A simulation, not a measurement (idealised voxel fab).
process module | voxel capacitor over wiring
cross-section cut | 300 nm wide | cells 5 nm
A cross-section is a grid of square cells, given in bands from the top down. A band is one or more rows of cells.
Each band's line starts with the height of the band's top and of its bottom, in nm. Then come its materials from left to right, each with its width in nm. One material with "throughout" fills the band from edge to edge. "air" is empty space.
Height 0 is the level under which the wafer as received is all one material. The lowest band goes on downwards, as in "0 down".
A width such as "30 to 40" changes by the same amount from each row of cells to the next, from the band's top row to its bottom row.
"no change" after a step means that no cell of the cross-section changed.
closed voids: empty space of 8 cells or more with no open way to the top, each as width x height at its distance from the left edge, in nm
after a step's settings: what the simulator itself notes on the step
overlay nm, on a step with a mask: how far to the right of its planned place the mask lay; to the left if negative
plan
1 op RECEIVE | material Si
2 op CONFORMAL_DEP | material SiO2 | thk nm 15
3 op DIRECTIONAL_DEP | material TiN | thk nm 5
4 op DIRECTIONAL_DEP | material W | thk nm 25
5 op PATTERN | tone cover | mask id METAL_1 | material resist | width nm 20 | pitch nm 85 | thk nm 20 | overlay nm 0
6 op DIRECTIONAL_ETCH | etch materials W | depth nm 25
7 op DIRECTIONAL_ETCH | etch materials TiN | depth nm 5
8 op STRIP | etch materials resist
9 op CONFORMAL_DEP | material SiN | thk nm 5
10 op FILL_DEP | material lowk | thk nm 10
11 op CMP | height nm 45
12 op CONFORMAL_DEP | material SiCN | thk nm 5
13 op DIRECTIONAL_DEP | material lowk | thk nm 15
14 op DIRECTIONAL_DEP | material aC | thk nm 10
15 op PATTERN | tone open | mask id PLUG_1 | material resist | width nm 15 | thk nm 30 | overlay nm 0
16 op DIRECTIONAL_ETCH | etch materials aC | depth nm 10
17 op STRIP | etch materials resist
18 op DIRECTIONAL_ETCH | etch materials lowk | depth nm 15
19 op DIRECTIONAL_ETCH | etch materials SiCN | depth nm 5
20 op STRIP | etch materials aC
21 op EPI | material Ru | thk nm 10
22 op EPI | material Ru | thk nm 10
23 op DIRECTIONAL_DEP | material TiN | thk nm 5
24 op DIRECTIONAL_DEP | material Al2O3 | thk nm 5
25 op DIRECTIONAL_DEP | material TiN | thk nm 10
26 op MASKED_ETCH | tone cover | mask id UPPER_PLATE | width nm 60 | etch materials TiN | depth nm 10 | overlay nm 0
27 op MASKED_ETCH | tone cover | mask id UPPER_PLATE | width nm 70 | etch materials Al2O3 | depth nm 5 | overlay nm 0
28 op DIRECTIONAL_DEP | material aC | thk nm 15
29 op PATTERN | tone cover | mask id LOWER_PLATE | material resist | width nm 80 | thk nm 30 | overlay nm 0
30 op DIRECTIONAL_ETCH | etch materials aC | depth nm 15
31 op STRIP | etch materials resist
32 op DIRECTIONAL_ETCH | etch materials TiN | depth nm 5
33 op STRIP | etch materials aC
34 op FILL_DEP | material SiO2 | thk nm 20
35 op CMP | height nm 100
36 op MASKED_ETCH | tone open | mask id PLUG_2 | width nm 15 | etch materials SiO2 | depth nm 15 | overlay nm 0
37 op CONFORMAL_DEP | material TiN | thk nm 5
38 op FILL_DEP | material Ru | thk nm 10
39 op CMP | height nm 100
40 op CONFORMAL_DEP | material SiN | thk nm 5
varied across the wafers: width nm of step 26. The plan shows the first wafer's value. All wafers start alike
first wafer as received, after step 1
  0 down: Si throughout
  closed voids: none
each wafer at the end: cells of each material gained (+) or lost (-) since it was received, then its closed voids
width nm 60 | +14 Al2O3 | +14 Ru | +57 SiCN | +132 SiN | +537 SiO2 | +55 TiN | +40 W | +411 lowk | closed voids: none
width nm 65 | +14 Al2O3 | +14 Ru | +57 SiCN | +132 SiN | +535 SiO2 | +57 TiN | +40 W | +411 lowk | closed voids: none
width nm 70 | +14 Al2O3 | +14 Ru | +57 SiCN | +132 SiN | +533 SiO2 | +59 TiN | +40 W | +411 lowk | closed voids: none
width nm 75 | +15 Al2O3 | +14 Ru | +57 SiCN | +132 SiN | +530 SiO2 | +61 TiN | +40 W | +411 lowk | closed voids: none
width nm 80 | +16 Al2O3 | +14 Ru | +57 SiCN | +132 SiN | +527 SiO2 | +63 TiN | +40 W | +411 lowk | closed voids: none
width nm 85 | +17 Al2O3 | +14 Ru | +57 SiCN | +132 SiN | +524 SiO2 | +65 TiN | +40 W | +411 lowk | closed voids: none
